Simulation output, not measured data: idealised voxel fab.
Title: Process Module voxel capacitor over wiring
It is cross-section cut that appears here, measuring 180 nm in width, its square cells being 5 nm in size.
Cross-section spec: square-cell grid; bands listed top down; each band is one or more rows. The band entry comprises the height of the band's top followed by the height of its bottom, expressed in nm, and subsequently the band's materials from left to right, each stated together with its width in nm. Where a single material is marked with the word "full width", that material fills the band from edge to edge. The word "empty" represents empty space. Below 0: as-received wafer, all one material; heights counted from there. Lowest band: no bottom, goes on down, written "0 down". A width such as "30->40" changes by the same amount from each row of cells to the next, from the band's top row to its bottom row. What does "remained unchanged" mean for a step? It means no cell of the cross-section changed in that step. "Voids, fully enclosed" lists enclosed empty spaces (at least 8 cells, no open path upward to the top), each as width x height at distance from the left edge, in nm. Where a step's line continues beyond its settings, the continuation is a remark by the simulator itself on that step. The line of a step may include "overlay nm". On a step with a mask, this value is how far to the right of its planned place the mask lay. A negative value means the mask lay to the left.

-- Steps planned for the process
1 RECEIVE,material Si
2 CONFORMAL_DEP,material SiO2,thk nm 10
3 CONFORMAL_DEP,material SiCN,thk nm 5
4 DIRECTIONAL_DEP,material lowk,thk nm 20
5 MASKED_ETCH,tone open,mask id METAL_1,width nm 25,pitch nm 95,etch materials lowk,depth nm 20,overlay nm 0
6 MASKED_ETCH,tone open,mask id METAL_1,width nm 25,pitch nm 95,etch materials SiCN,depth nm 5,overlay nm 0
7 CONFORMAL_DEP,material TiN,thk nm 5
8 FILL_DEP,material Cu,thk nm 5
9 CMP,height nm 35
10 CONFORMAL_DEP,material SiCN,thk nm 5
11 DIRECTIONAL_DEP,material SiO2,thk nm 20
12 MASKED_ETCH,tone open,mask id PLUG_1,width nm 15,etch materials SiO2,depth nm 20,overlay nm 0
13 MASKED_ETCH,tone open,mask id PLUG_1,width nm 15,etch materials SiCN,depth nm 5,overlay nm 0
14 CONFORMAL_DEP,material TiN,thk nm 5
15 FILL_DEP,material W,thk nm 10
16 CMP,height nm 60
17 DIRECTIONAL_DEP,material TiN,thk nm 10
18 DIRECTIONAL_DEP,material SiN,thk nm 5
19 DIRECTIONAL_DEP,material TiN,thk nm 5
20 DIRECTIONAL_DEP,material aC,thk nm 15
21 PATTERN,tone cover,mask id UPPER_PLATE,material resist,width nm 75,thk nm 30,overlay nm 0
22 DIRECTIONAL_ETCH,etch materials aC,depth nm 15
23 STRIP,etch materials resist
24 DIRECTIONAL_ETCH,etch materials TiN,depth nm 5
25 DIRECTIONAL_ETCH,etch materials SiN,depth nm 5
26 STRIP,etch materials aC
27 PATTERN,tone cover,mask id LOWER_PLATE,material resist,width nm 85,thk nm 15,overlay nm 0
28 DIRECTIONAL_ETCH,etch materials TiN,depth nm 10
29 STRIP,etch materials resist
30 FILL_DEP,material SiO2,thk nm 15
31 CMP,height nm 90
32 DIRECTIONAL_DEP,material aC,thk nm 15
33 PATTERN,tone open,mask id PLUG_2,material resist,width nm 15,thk nm 35,overlay nm 0
34 DIRECTIONAL_ETCH,etch materials aC,depth nm 15
35 STRIP,etch materials resist
36 DIRECTIONAL_ETCH,etch materials SiO2,depth nm 10
37 STRIP,etch materials aC
38 CONFORMAL_DEP,material TiN,thk nm 5
39 FILL_DEP,material W,thk nm 10
40 CMP,height nm 90
41 CONFORMAL_DEP,material SiCN,thk nm 5

-- The cross-section here shows the wafer as received, i.e. in its state after step 1
    0 down | Si full width
    Voids, fully enclosed: none

-- Here's the cross-section of the first of our two wafers at the end of the module - it ran as planned
    95 to 90 | SiCN full width
    90 to 85 | 50 of SiO2, 5 of TiN, 5 of W, 5 of TiN, 115 of SiO2
    85 to 75 | 50->40 of SiO2, 15->75 of TiN, 115->65 of SiO2
    75 to 70 | 40 of SiO2, 75 of SiN, 65 of SiO2
    70 to 60 | 35 of SiO2, 85 of TiN, 60 of SiO2
    60 to 40 | 40 of SiO2, 5 of TiN, 5 of W, 5 of TiN, 125 of SiO2
    40 to 35 | 40 of SiCN, 15 of TiN, 125 of SiCN
    35 to 15 | 30 of lowk, 5 of TiN, 15 of Cu, 5 of TiN, 70 of lowk, 5 of TiN, 15 of Cu, 5 of TiN, 30 of lowk
    15 to 10 | 30 of SiCN, 25 of TiN, 70 of SiCN, 25 of TiN, 30 of SiCN
    10 to 0 | SiO2 full width
    0 down | Si full width
    Voids, fully enclosed: none

-- Module end: cross-section of wafer two of two. Same start and process plan as the first wafer. One mistake during execution
    95 to 90 | SiCN full width
    90 to 85 | 50 of SiO2, 5 of TiN, 5 of W, 5 of TiN, 115 of SiO2
    85 to 75 | 50->40 of SiO2, 15->75 of TiN, 115->65 of SiO2
    75 to 70 | 40 of SiO2, 75 of SiN, 65 of SiO2
    70 to 60 | 35 of SiO2, 85 of TiN, 60 of SiO2
    60 to 55 | 40 of SiCN, 15 of TiN, 125 of SiCN
    55 to 35 | SiO2 full width
    35 to 15 | 30 of lowk, 5 of TiN, 15 of Cu, 5 of TiN, 70 of lowk, 5 of TiN, 15 of Cu, 5 of TiN, 30 of lowk
    15 to 10 | 30 of SiCN, 25 of TiN, 70 of SiCN, 25 of TiN, 30 of SiCN
    10 to 0 | SiO2 full width
    0 down | Si full width
    Voids, fully enclosed: none
Processing error: note: step 10 <-> step 11, run order reversed vs plan
Final wafer comparison in cells, second versus first, more or fewer per material: +12 SiO2, -8 TiN, -4 W
